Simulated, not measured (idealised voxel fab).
Herein follows the process module entitled voxel wiring stack.
The figure presents cross-section cut, which has a width of 290 nm and is divided into square cells with an edge length of 5 nm.
Each cross-section below is a grid of square cells, stated as bands in top-down order, with one or more rows of cells making up each band. In this notation a band is specified by the heights of its top and bottom, in that order and in nm, after which its materials appear from left to right, each paired with its width in nm. The word "all across" attached to a single material means that material fills the band from edge to edge; the word "blank" stands for empty space. Heights are measured from 0, the level below which the as-received wafer is all one material; the lowest band has no bottom and continues downward, written as in "0..down". The width entry "30 to 40" should be interpreted row by row: the top row of cells in the band takes the first number, the bottom row takes the second number, and the change between adjacent rows is uniform throughout. You'll sometimes find "no alteration" written for a step, and that's the way of saying that nowhere in the cross-section did a cell change during that step. Unvented voids: empty space of 8 cells or more with no open way to the top, each as width x height at its distance from the left edge, in nm. Read whatever lies past the settings on a step's line as the simulator's own remark about the step. For masked steps, "overlay nm" on the step line gives how far right of plan the mask actually lay; a minus sign means it lay to the left.

These are the steps we planned for the process:
| 1 | RECEIVE with material Si |
| 2 | CONFORMAL_DEP with material SiO2, thk nm 15 |
| 3 | CONFORMAL_DEP with material SiN, thk nm 5 |
| 4 | DIRECTIONAL_DEP with material SiO2, thk nm 15 |
| 5 | PATTERN with tone open, mask id METAL_1, material resist, width nm 20, pitch nm 50, thk nm 20, overlay nm 0 |
| 6 | DIRECTIONAL_ETCH with etch materials SiO2, depth nm 15 |
| 7 | DIRECTIONAL_ETCH with etch materials SiN, depth nm 5 |
| 8 | STRIP with etch materials resist |
| 9 | CONFORMAL_DEP with material TiN, thk nm 5 |
| 10 | FILL_DEP with material Cu, thk nm 5 |
| 11 | CMP with height nm 35 |
| 12 | CONFORMAL_DEP with material SiCN, thk nm 5 |
| 13 | DIRECTIONAL_DEP with material SiO2, thk nm 25 |
| 14 | DIRECTIONAL_DEP with material aC, thk nm 15 |
| 15 | PATTERN with tone open, mask id METAL_2_HOLES, material resist, width nm 15, pitch nm 100, thk nm 35, overlay nm 0 |
| 16 | DIRECTIONAL_ETCH with etch materials aC, depth nm 15 |
| 17 | STRIP with etch materials resist |
| 18 | DIRECTIONAL_ETCH with etch materials SiO2, depth nm 25 |
| 19 | STRIP with etch materials aC |
| 20 | PATTERN with tone open, mask id METAL_2, material resist, width nm 20, pitch nm 50, thk nm 15, overlay nm 0 |
| 21 | DIRECTIONAL_ETCH with etch materials SiO2, depth nm 15 |
| 22 | DIRECTIONAL_ETCH with etch materials SiCN, depth nm 5 |
| 23 | STRIP with etch materials resist |
| 24 | CONFORMAL_DEP with material TiN, thk nm 5 |
| 25 | FILL_DEP with material Ru, thk nm 10 |
| 26 | CMP with height nm 65 |
| 27 | CONFORMAL_DEP with material SiCN, thk nm 5 |
| 28 | DIRECTIONAL_DEP with material lowk, thk nm 30 |
| 29 | PATTERN with tone open, mask id METAL_3_HOLES, material resist, width nm 15, pitch nm 100, thk nm 20, overlay nm 0 |
| 30 | DIRECTIONAL_ETCH with etch materials lowk, depth nm 30 |
| 31 | STRIP with etch materials resist |
| 32 | MASKED_ETCH with tone open, mask id METAL_3, width nm 20, pitch nm 50, etch materials lowk, depth nm 20, overlay nm 0 |
| 33 | MASKED_ETCH with tone open, mask id METAL_3, width nm 20, pitch nm 50, etch materials SiCN, depth nm 5, overlay nm 0 |
| 34 | CONFORMAL_DEP with material TiN, thk nm 5 |
| 35 | FILL_DEP with material Ru, thk nm 10 |
| 36 | CMP with height nm 100 |
| 37 | CONFORMAL_DEP with material SiCN, thk nm 5 |
| 38 | DIRECTIONAL_DEP with material lowk, thk nm 10 |
| 39 | MASKED_ETCH with tone open, mask id PLUG_3, width nm 15, pitch nm 50, etch materials lowk, depth nm 10, overlay nm 0 |
| 40 | MASKED_ETCH with tone open, mask id PLUG_3, width nm 15, pitch nm 50, etch materials SiCN, depth nm 5, overlay nm 0 |
| 41 | EPI with material Ru, thk nm 10 |
| 42 | EPI with material Ru, thk nm 5 |
| 43 | CONFORMAL_DEP with material SiN, thk nm 5 |
| 44 | DIRECTIONAL_DEP with material lowk, thk nm 15 |
| 45 | DIRECTIONAL_DEP with material aC, thk nm 15 |
| 46 | PATTERN with tone open, mask id METAL_4, material resist, width nm 20, pitch nm 50, thk nm 35, overlay nm 0 |
| 47 | DIRECTIONAL_ETCH with etch materials aC, depth nm 15 |
| 48 | STRIP with etch materials resist |
| 49 | DIRECTIONAL_ETCH with etch materials lowk, depth nm 15 |
| 50 | DIRECTIONAL_ETCH with etch materials SiN, depth nm 5 |
| 51 | STRIP with etch materials aC |
| 52 | CONFORMAL_DEP with material TiN, thk nm 5 |
| 53 | FILL_DEP with material Ru, thk nm 5 |
| 54 | CMP with height nm 135 |
| 55 | EPI with material Ru, thk nm 5 |
| 56 | FILL_DEP with material SiCN, thk nm 5 |

As-received state of the wafer in cross-section, equivalent to post-step 1:
* 0..down | Si all across
* Unvented voids: none

Cross-section: first of two wafers, module finished, run according to plan:
* 145..140 | SiCN all across
* 140..135 | SiCN 80 nm / Ru 30 nm / SiCN 20 nm / Ru 30 nm / SiCN 20 nm / Ru 30 nm / SiCN 80 nm
* 135..120 | lowk 85 nm / TiN 5 nm / Ru 10 nm / TiN 5 nm / lowk 30 nm / TiN 5 nm / Ru 10 nm / TiN 5 nm / lowk 30 nm / TiN 5 nm / Ru 10 nm / TiN 5 nm / lowk 85 nm
* 120..115 | SiN 85 nm / TiN 20 nm / SiN 30 nm / TiN 20 nm / SiN 30 nm / TiN 20 nm / SiN 85 nm
* 115..105 | lowk 85 nm / Ru 15 nm / lowk 35 nm / Ru 15 nm / lowk 35 nm / Ru 15 nm / lowk 90 nm
* 105..100 | SiCN 85 nm / Ru 15 nm / SiCN 35 nm / Ru 15 nm / SiCN 35 nm / Ru 15 nm / SiCN 90 nm
* 100..85 | lowk 85 nm / TiN 5 nm / Ru 10 nm / TiN 5 nm / lowk 30 nm / TiN 5 nm / Ru 10 nm / TiN 5 nm / lowk 30 nm / TiN 5 nm / Ru 10 nm / TiN 5 nm / lowk 85 nm
* 85..80 | lowk 85 nm / TiN 5 nm / Ru 5 nm / TiN 10 nm / lowk 30 nm / TiN 20 nm / lowk 30 nm / TiN 5 nm / Ru 5 nm / TiN 10 nm / lowk 85 nm
* 80..70 | lowk 85 nm / TiN 5 nm / Ru 5 nm / TiN 5 nm / lowk 85 nm / TiN 5 nm / Ru 5 nm / TiN 5 nm / lowk 90 nm
* 70..65 | SiCN 85 nm / TiN 15 nm / SiCN 85 nm / TiN 15 nm / SiCN 90 nm
* 65..55 | SiO2 85 nm / TiN 5 nm / Ru 10 nm / TiN 5 nm / SiO2 30 nm / TiN 5 nm / Ru 10 nm / TiN 5 nm / SiO2 30 nm / TiN 5 nm / Ru 10 nm / TiN 5 nm / SiO2 85 nm
* 55..50 | SiO2 85 nm / TiN 5 nm / Ru 5 nm / TiN 10 nm / SiO2 30 nm / TiN 20 nm / SiO2 30 nm / TiN 5 nm / Ru 5 nm / TiN 10 nm / SiO2 85 nm
* 50..40 | SiO2 85 nm / TiN 5 nm / Ru 5 nm / TiN 5 nm / SiO2 85 nm / TiN 5 nm / Ru 5 nm / TiN 5 nm / SiO2 90 nm
* 40..35 | SiCN 85 nm / TiN 15 nm / SiCN 85 nm / TiN 15 nm / SiCN 90 nm
* 35..20 | SiO2 85 nm / TiN 5 nm / Cu 10 nm / TiN 5 nm / SiO2 30 nm / TiN 5 nm / Cu 10 nm / TiN 5 nm / SiO2 30 nm / TiN 5 nm / Cu 10 nm / TiN 5 nm / SiO2 85 nm
* 20..15 | SiN 85 nm / TiN 20 nm / SiN 30 nm / TiN 20 nm / SiN 30 nm / TiN 20 nm / SiN 85 nm
* 15..0 | SiO2 all across
* 0..down | Si all across
* Unvented voids: none

This cross-section belongs to the second wafer of two at the end of the module; the start and the plan were shared with the first, and the run included one mistake:
* 145..140 | SiCN all across
* 140..135 | SiCN 80 nm / Ru 30 nm / SiCN 20 nm / Ru 30 nm / SiCN 20 nm / Ru 30 nm / SiCN 80 nm
* 135..130 | SiN 85 nm / TiN 20 nm / SiN 30 nm / TiN 20 nm / SiN 30 nm / TiN 20 nm / SiN 85 nm
* 130..115 | lowk all across
* 115..105 | lowk 85 nm / Ru 15 nm / lowk 35 nm / Ru 15 nm / lowk 35 nm / Ru 15 nm / lowk 90 nm
* 105..100 | SiCN 85 nm / Ru 15 nm / SiCN 35 nm / Ru 15 nm / SiCN 35 nm / Ru 15 nm / SiCN 90 nm
* 100..85 | lowk 85 nm / TiN 5 nm / Ru 10 nm / TiN 5 nm / lowk 30 nm / TiN 5 nm / Ru 10 nm / TiN 5 nm / lowk 30 nm / TiN 5 nm / Ru 10 nm / TiN 5 nm / lowk 85 nm
* 85..80 | lowk 85 nm / TiN 5 nm / Ru 5 nm / TiN 10 nm / lowk 30 nm / TiN 20 nm / lowk 30 nm / TiN 5 nm / Ru 5 nm / TiN 10 nm / lowk 85 nm
* 80..70 | lowk 85 nm / TiN 5 nm / Ru 5 nm / TiN 5 nm / lowk 85 nm / TiN 5 nm / Ru 5 nm / TiN 5 nm / lowk 90 nm
* 70..65 | SiCN 85 nm / TiN 15 nm / SiCN 85 nm / TiN 15 nm / SiCN 90 nm
* 65..55 | SiO2 85 nm / TiN 5 nm / Ru 10 nm / TiN 5 nm / SiO2 30 nm / TiN 5 nm / Ru 10 nm / TiN 5 nm / SiO2 30 nm / TiN 5 nm / Ru 10 nm / TiN 5 nm / SiO2 85 nm
* 55..50 | SiO2 85 nm / TiN 5 nm / Ru 5 nm / TiN 10 nm / SiO2 30 nm / TiN 20 nm / SiO2 30 nm / TiN 5 nm / Ru 5 nm / TiN 10 nm / SiO2 85 nm
* 50..40 | SiO2 85 nm / TiN 5 nm / Ru 5 nm / TiN 5 nm / SiO2 85 nm / TiN 5 nm / Ru 5 nm / TiN 5 nm / SiO2 90 nm
* 40..35 | SiCN 85 nm / TiN 15 nm / SiCN 85 nm / TiN 15 nm / SiCN 90 nm
* 35..20 | SiO2 85 nm / TiN 5 nm / Cu 10 nm / TiN 5 nm / SiO2 30 nm / TiN 5 nm / Cu 10 nm / TiN 5 nm / SiO2 30 nm / TiN 5 nm / Cu 10 nm / TiN 5 nm / SiO2 85 nm
* 20..15 | SiN 85 nm / TiN 20 nm / SiN 30 nm / TiN 20 nm / SiN 30 nm / TiN 20 nm / SiN 85 nm
* 15..0 | SiO2 all across
* 0..down | Si all across
* Unvented voids: none
What was the processing mistake? step 43 ran in the slot meant for step 44, and vice versa
At the finish, the second wafer shows more or fewer cells for some materials than the first does: Ru -18; TiN -18; lowk +36
